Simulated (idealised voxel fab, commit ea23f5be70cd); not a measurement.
The document below concerns the process module designated voxel ribs on slabs.
Section shown: cut. Width: 285 nm. Cell size: 5 nm, square.
Format of a cross-section: grid, square cells. Given as bands. Order: top down. Band: one or more rows of cells. The entry gives the band's vertical extent as a top height and a bottom height in nm, then its horizontal make-up as materials from left to right, each with a width in nm. "empty" stands for empty space; a single material marked "full width" fills the band edge to edge. Height datum 0, below which the as-received substrate wafer is one material. Lowest band open at the bottom, running downward: "0 -> down". A two-number width, for instance "30..40", indicates that the width is equal to the first number in the top row of the band and to the second number in the bottom row, and that it changes by a constant amount per row of cells. The cross-section has no changed cell in any step marked "no modifications". The label "Closed empty spaces" introduces a list of the empty spaces, 8 cells or larger, that have no open way up to the top; each entry in it reads width x height at distance, where the distance is taken from the left edge and all three are stated in nm. Formally, on a step line, whatever follows the settings is a remark that the simulator itself makes on the step. Steps that use a mask can have "overlay nm" on their line. It says how far the mask sat to the right of where it was meant to be. Negative means to the left.
Steps in the process plan:
step 1: RECEIVE (material Si)
step 2: DIRECTIONAL_DEP (material SiO2; thk nm 20)
step 3: DIRECTIONAL_DEP (material polySi; thk nm 25)
step 4: DIRECTIONAL_DEP (material aC; thk nm 15)
step 5: PATTERN (tone cover; mask id RIB; material resist; width nm 20; thk nm 35; overlay nm 0)
step 6: DIRECTIONAL_ETCH (etch materials aC; depth nm 15)
step 7: STRIP (etch materials resist)
step 8: DIRECTIONAL_ETCH (etch materials polySi; depth nm 20)
step 9: STRIP (etch materials aC)
step 10: MASKED_ETCH (tone cover; mask id SLAB; width nm 60; etch materials polySi; depth nm 5; overlay nm 0)
step 11: FILL_DEP (material SiO2; thk nm 25)
step 12: CMP (height nm 60)
step 13: DIRECTIONAL_DEP (material W; thk nm 10)
step 14: DIRECTIONAL_DEP (material aC; thk nm 15)
step 15: PATTERN (tone cover; mask id HEATER; material resist; width nm 30; thk nm 35; overlay nm 0)
step 16: DIRECTIONAL_ETCH (etch materials aC; depth nm 15)
step 17: STRIP (etch materials resist)
step 18: DIRECTIONAL_ETCH (etch materials W; depth nm 10)
step 19: STRIP (etch materials aC)
step 20: CONFORMAL_DEP (material SiO2; thk nm 10)
first wafer, as planned:
This is the cross-section of the wafer as we received it, i.e. after step 1:
0 -> down | Si full width
Closed empty spaces: none
after step 2:
20 -> 0 | SiO2 full width
Lower than 0, everything is as it was.
after step 3:
45 -> 20 | polySi full width
Lower than 20, everything is as it was.
after step 4:
60 -> 45 | aC full width
Lower than 45, everything is as it was.
after step 5:
95 -> 60 | empty: 130  resist: 20  empty: 135
Lower than 60, everything is as it was.
after step 6:
80 -> 60 | empty: 130  resist: 20  empty: 135
60 -> 45 | empty: 130  aC: 20  empty: 135
Lower than 45, everything is as it was.
after step 7:
60 -> 45 | empty: 130  aC: 20  empty: 135
Lower than 45, everything is as it was.
after step 8:
60 -> 45 | empty: 130  aC: 20  empty: 135
45 -> 25 | empty: 130  polySi: 20  empty: 135
Lower than 25, everything is as it was.
after step 9:
45 -> 25 | empty: 130  polySi: 20  empty: 135
Lower than 25, everything is as it was.
after step 10:
45 -> 25 | empty: 130  polySi: 20  empty: 135
25 -> 20 | empty: 110  polySi: 60  empty: 115
Lower than 20, everything is as it was.
after step 11:
70 -> 45 | SiO2 full width
45 -> 25 | SiO2: 130  polySi: 20  SiO2: 135
25 -> 20 | SiO2: 110  polySi: 60  SiO2: 115
Lower than 20, everything is as it was.
after step 12:
60 -> 45 | SiO2 full width
Lower than 45, everything is as it was.
after step 13:
70 -> 60 | W full width
Lower than 60, everything is as it was.
after step 14:
85 -> 70 | aC full width
Lower than 70, everything is as it was.
after step 15:
120 -> 85 | empty: 125  resist: 30  empty: 130
Lower than 85, everything is as it was.
after step 16:
105 -> 85 | empty: 125  resist: 30  empty: 130
85 -> 70 | empty: 125  aC: 30  empty: 130
Lower than 70, everything is as it was.
after step 17:
85 -> 70 | empty: 125  aC: 30  empty: 130
Lower than 70, everything is as it was.
after step 18:
85 -> 70 | empty: 125  aC: 30  empty: 130
70 -> 60 | empty: 125  W: 30  empty: 130
Lower than 60, everything is as it was.
after step 19:
70 -> 60 | empty: 125  W: 30  empty: 130
Lower than 60, everything is as it was.
after step 20:
80 -> 70 | empty: 115  SiO2: 50  empty: 120
70 -> 60 | SiO2: 125  W: 30  SiO2: 130
Lower than 60, everything is as it was.
Wafer two of two - same starting point, same process plan, one mistake in execution; matches wafer one up to and including step 14:
Second wafer, sectioned view, at step 15's planned end time:
120 -> 85 | empty: 115  resist: 30  empty: 140
Lower than 85, everything is as it was.
Second wafer, sectioned view, at step 16's planned end time:
105 -> 85 | empty: 115  resist: 30  empty: 140
85 -> 70 | empty: 115  aC: 30  empty: 140
Lower than 70, everything is as it was.
Second wafer, sectioned view, at step 17's planned end time:
85 -> 70 | empty: 115  aC: 30  empty: 140
Lower than 70, everything is as it was.
Second wafer, sectioned view, at step 18's planned end time:
85 -> 70 | empty: 115  aC: 30  empty: 140
70 -> 60 | empty: 115  W: 30  empty: 140
Lower than 60, everything is as it was.
Second wafer, sectioned view, at step 19's planned end time:
70 -> 60 | empty: 115  W: 30  empty: 140
Lower than 60, everything is as it was.
Second wafer, sectioned view, at step 20's planned end time:
80 -> 70 | empty: 105  SiO2: 50  empty: 130
70 -> 60 | SiO2: 115  W: 30  SiO2: 140
Lower than 60, everything is as it was.
Here's what went sideways: step 15 was not run as planned; what actually ran was PATTERN (tone cover; mask id HEATER; material resist; width nm 30; thk nm 35; overlay nm -10)
In the final comparison it is observed that the number of cells assigned to each material is identical for the two wafers, whereas their placement is not.
